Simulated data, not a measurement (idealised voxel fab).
process module | voxel wiring stack
cross-section cut | 215 nm wide | cells 5 nm
A cross-section is a grid of square cells, given in bands from the top down. A band is one or more rows of cells.
Each band's line starts with the height of the band's top and of its bottom, in nm. Then come its materials from left to right, each with its width in nm. One material with "throughout" fills the band from edge to edge. "air" is empty space.
Height 0 is the level under which the wafer as received is all one material. The lowest band goes on downwards, as in "0 down".
A width such as "30 to 40" changes by the same amount from each row of cells to the next, from the band's top row to its bottom row.
"no change" after a step means that no cell of the cross-section changed.
closed voids: empty space of 8 cells or more with no open way to the top, each as width x height at its distance from the left edge, in nm
after a step's settings: what the simulator itself notes on the step
overlay nm, on a step with a mask: how far to the right of its planned place the mask lay; to the left if negative
plan
1 op RECEIVE | material Si
2 op CONFORMAL_DEP | material SiO2 | thk nm 10
3 op CONFORMAL_DEP | material SiN | thk nm 5
4 op DIRECTIONAL_DEP | material SiO2 | thk nm 20
5 op PATTERN | tone open | mask id METAL_1 | material resist | width nm 30 | pitch nm 50 | thk nm 15 | overlay nm 0
6 op DIRECTIONAL_ETCH | etch materials SiO2 | depth nm 20
7 op DIRECTIONAL_ETCH | etch materials SiN | depth nm 5
8 op STRIP | etch materials resist
9 op CONFORMAL_DEP | material TiN | thk nm 5
10 op FILL_DEP | material W | thk nm 5
11 op CMP | height nm 35
12 op CONFORMAL_DEP | material SiCN | thk nm 5
13 op DIRECTIONAL_DEP | material SiO2 | thk nm 10
14 op DIRECTIONAL_DEP | material aC | thk nm 15
15 op PATTERN | tone open | mask id PLUG_1 | material resist | width nm 15 | pitch nm 100 | thk nm 35 | overlay nm 0
16 op DIRECTIONAL_ETCH | etch materials aC | depth nm 15
17 op STRIP | etch materials resist
18 op DIRECTIONAL_ETCH | etch materials SiO2 | depth nm 10
19 op DIRECTIONAL_ETCH | etch materials SiCN | depth nm 5
20 op STRIP | etch materials aC
21 op EPI | material Ru | thk nm 10
22 op EPI | material Ru | thk nm 5
23 op DIRECTIONAL_DEP | material TiN | thk nm 5
24 op DIRECTIONAL_DEP | material Ru | thk nm 25
25 op PATTERN | tone cover | mask id METAL_2 | material resist | width nm 30 | pitch nm 50 | thk nm 15 | overlay nm 0
26 op DIRECTIONAL_ETCH | etch materials Ru | depth nm 25
27 op DIRECTIONAL_ETCH | etch materials TiN | depth nm 5
28 op STRIP | etch materials resist
29 op CONFORMAL_DEP | material SiN | thk nm 5
30 op FILL_DEP | material SiO2 | thk nm 5
31 op CMP | height nm 80
32 op CONFORMAL_DEP | material SiCN | thk nm 5
33 op DIRECTIONAL_DEP | material lowk | thk nm 25
34 op DIRECTIONAL_DEP | material aC | thk nm 10
35 op PATTERN | tone open | mask id METAL_3_HOLES | material resist | width nm 15 | pitch nm 50 | thk nm 30 | overlay nm 0
36 op DIRECTIONAL_ETCH | etch materials aC | depth nm 10
37 op STRIP | etch materials resist
38 op DIRECTIONAL_ETCH | etch materials lowk | depth nm 25
39 op STRIP | etch materials aC
40 op DIRECTIONAL_DEP | material aC | thk nm 15
41 op PATTERN | tone open | mask id METAL_3 | material resist | width nm 30 | pitch nm 50 | thk nm 35 | overlay nm 0
42 op DIRECTIONAL_ETCH | etch materials aC | depth nm 15
43 op STRIP | etch materials resist
44 op DIRECTIONAL_ETCH | etch materials lowk | depth nm 15
45 op DIRECTIONAL_ETCH | etch materials SiCN | depth nm 5
46 op STRIP | etch materials aC
47 op CONFORMAL_DEP | material TiN | thk nm 5
48 op FILL_DEP | material Cu | thk nm 10
49 op CMP | height nm 110
50 op CONFORMAL_DEP | material SiCN | thk nm 5
51 op DIRECTIONAL_DEP | material lowk | thk nm 15
52 op PATTERN | tone open | mask id PLUG_3 | material resist | width nm 15 | pitch nm 50 | thk nm 20 | overlay nm 0
53 op DIRECTIONAL_ETCH | etch materials lowk | depth nm 15
54 op DIRECTIONAL_ETCH | etch materials SiCN | depth nm 5
55 op STRIP | etch materials resist
56 op CONFORMAL_DEP | material TiN | thk nm 5
57 op FILL_DEP | material Ru | thk nm 5
58 op CMP | height nm 130
59 op CONFORMAL_DEP | material SiCN | thk nm 5
60 op DIRECTIONAL_DEP | material SiO2 | thk nm 25
61 op MASKED_ETCH | tone open | mask id METAL_4 | width nm 30 | pitch nm 50 | etch materials SiO2 | depth nm 25 | overlay nm 0
62 op MASKED_ETCH | tone open | mask id METAL_4 | width nm 30 | pitch nm 50 | etch materials SiCN | depth nm 5 | overlay nm 0
63 op CONFORMAL_DEP | material TiN | thk nm 5
64 op FILL_DEP | material Cu | thk nm 10
65 op CMP | height nm 160
66 op EPI | material Ru | thk nm 5
67 op FILL_DEP | material SiCN | thk nm 5
as received, after step 1
  0 down: Si throughout
  closed voids: none
first wafer at the end, as planned
  170 to 165: SiCN throughout
  165 to 160: SiCN 35 | Ru 40 | SiCN 10 | Ru 40 | SiCN 10 | Ru 40 | SiCN 40
  160 to 135: SiO2 40 | TiN 5 | Cu 20 | TiN 5 | SiO2 20 | TiN 5 | Cu 20 | TiN 5 | SiO2 20 | TiN 5 | Cu 20 | TiN 5 | SiO2 45
  135 to 130: SiCN 40 | TiN 30 | SiCN 20 | TiN 30 | SiCN 20 | TiN 30 | SiCN 45
  130 to 115: lowk 40 | TiN 5 | Ru 5 | TiN 5 | lowk 35 | TiN 5 | Ru 5 | TiN 5 | lowk 35 | TiN 5 | Ru 5 | TiN 5 | lowk 60
  115 to 110: SiCN 40 | TiN 15 | SiCN 35 | TiN 15 | SiCN 35 | TiN 15 | SiCN 60
  110 to 100: lowk 40 | TiN 5 | Cu 20 | TiN 5 | lowk 20 | TiN 5 | Cu 20 | TiN 5 | lowk 20 | TiN 5 | Cu 20 | TiN 5 | lowk 45
  100 to 95: lowk 40 | TiN 5 | Cu 5 | TiN 20 | lowk 20 | TiN 5 | Cu 5 | TiN 20 | lowk 20 | TiN 5 | Cu 5 | TiN 20 | lowk 45
  95 to 85: lowk 40 | TiN 5 | Cu 5 | TiN 5 | lowk 35 | TiN 5 | Cu 5 | TiN 5 | lowk 35 | TiN 5 | Cu 5 | TiN 5 | lowk 60
  85 to 80: SiCN 40 | TiN 15 | SiCN 35 | TiN 15 | SiCN 35 | TiN 15 | SiCN 60
  80 to 55: SiO2 35 | SiN 5 | Ru 30 | SiN 5 | SiO2 10 | SiN 5 | Ru 30 | SiN 5 | SiO2 10 | SiN 5 | Ru 30 | SiN 5 | SiO2 40
  55 to 50: SiN 40 | TiN 30 | SiN 20 | TiN 30 | SiN 20 | TiN 30 | SiN 45
  50 to 40: SiO2 40 | Ru 15 | SiO2 85 | Ru 15 | SiO2 60
  40 to 35: SiCN 40 | Ru 15 | SiCN 85 | Ru 15 | SiCN 60
  35 to 15: SiO2 40 | TiN 5 | W 20 | TiN 5 | SiO2 20 | TiN 5 | W 20 | TiN 5 | SiO2 20 | TiN 5 | W 20 | TiN 5 | SiO2 45
  15 to 10: SiN 40 | TiN 30 | SiN 20 | TiN 30 | SiN 20 | TiN 30 | SiN 45
  10 to 0: SiO2 throughout
  0 down: Si throughout
  closed voids: none
second wafer at the end: like start, like plan, one mistake
  165 to 160: air 35 | Ru 40 | air 10 | Ru 40 | air 10 | Ru 40 | air 40
  160 to 135: SiO2 40 | TiN 5 | Cu 20 | TiN 5 | SiO2 20 | TiN 5 | Cu 20 | TiN 5 | SiO2 20 | TiN 5 | Cu 20 | TiN 5 | SiO2 45
  135 to 130: SiCN 40 | TiN 30 | SiCN 20 | TiN 30 | SiCN 20 | TiN 30 | SiCN 45
  130 to 115: lowk 40 | TiN 5 | Ru 5 | TiN 5 | lowk 35 | TiN 5 | Ru 5 | TiN 5 | lowk 35 | TiN 5 | Ru 5 | TiN 5 | lowk 60
  115 to 110: SiCN 40 | TiN 15 | SiCN 35 | TiN 15 | SiCN 35 | TiN 15 | SiCN 60
  110 to 100: lowk 40 | TiN 5 | Cu 20 | TiN 5 | lowk 20 | TiN 5 | Cu 20 | TiN 5 | lowk 20 | TiN 5 | Cu 20 | TiN 5 | lowk 45
  100 to 95: lowk 40 | TiN 5 | Cu 5 | TiN 20 | lowk 20 | TiN 5 | Cu 5 | TiN 20 | lowk 20 | TiN 5 | Cu 5 | TiN 20 | lowk 45
  95 to 85: lowk 40 | TiN 5 | Cu 5 | TiN 5 | lowk 35 | TiN 5 | Cu 5 | TiN 5 | lowk 35 | TiN 5 | Cu 5 | TiN 5 | lowk 60
  85 to 80: SiCN 40 | TiN 15 | SiCN 35 | TiN 15 | SiCN 35 | TiN 15 | SiCN 60
  80 to 55: SiO2 35 | SiN 5 | Ru 30 | SiN 5 | SiO2 10 | SiN 5 | Ru 30 | SiN 5 | SiO2 10 | SiN 5 | Ru 30 | SiN 5 | SiO2 40
  55 to 50: SiN 40 | TiN 30 | SiN 20 | TiN 30 | SiN 20 | TiN 30 | SiN 45
  50 to 40: SiO2 40 | Ru 15 | SiO2 85 | Ru 15 | SiO2 60
  40 to 35: SiCN 40 | Ru 15 | SiCN 85 | Ru 15 | SiCN 60
  35 to 15: SiO2 40 | TiN 5 | W 20 | TiN 5 | SiO2 20 | TiN 5 | W 20 | TiN 5 | SiO2 20 | TiN 5 | W 20 | TiN 5 | SiO2 45
  15 to 10: SiN 40 | TiN 30 | SiN 20 | TiN 30 | SiN 20 | TiN 30 | SiN 45
  10 to 0: SiO2 throughout
  0 down: Si throughout
  closed voids: none
what went wrong: step 67 was left out
at the end the second wafer has, in cells: 62 fewer of SiCN
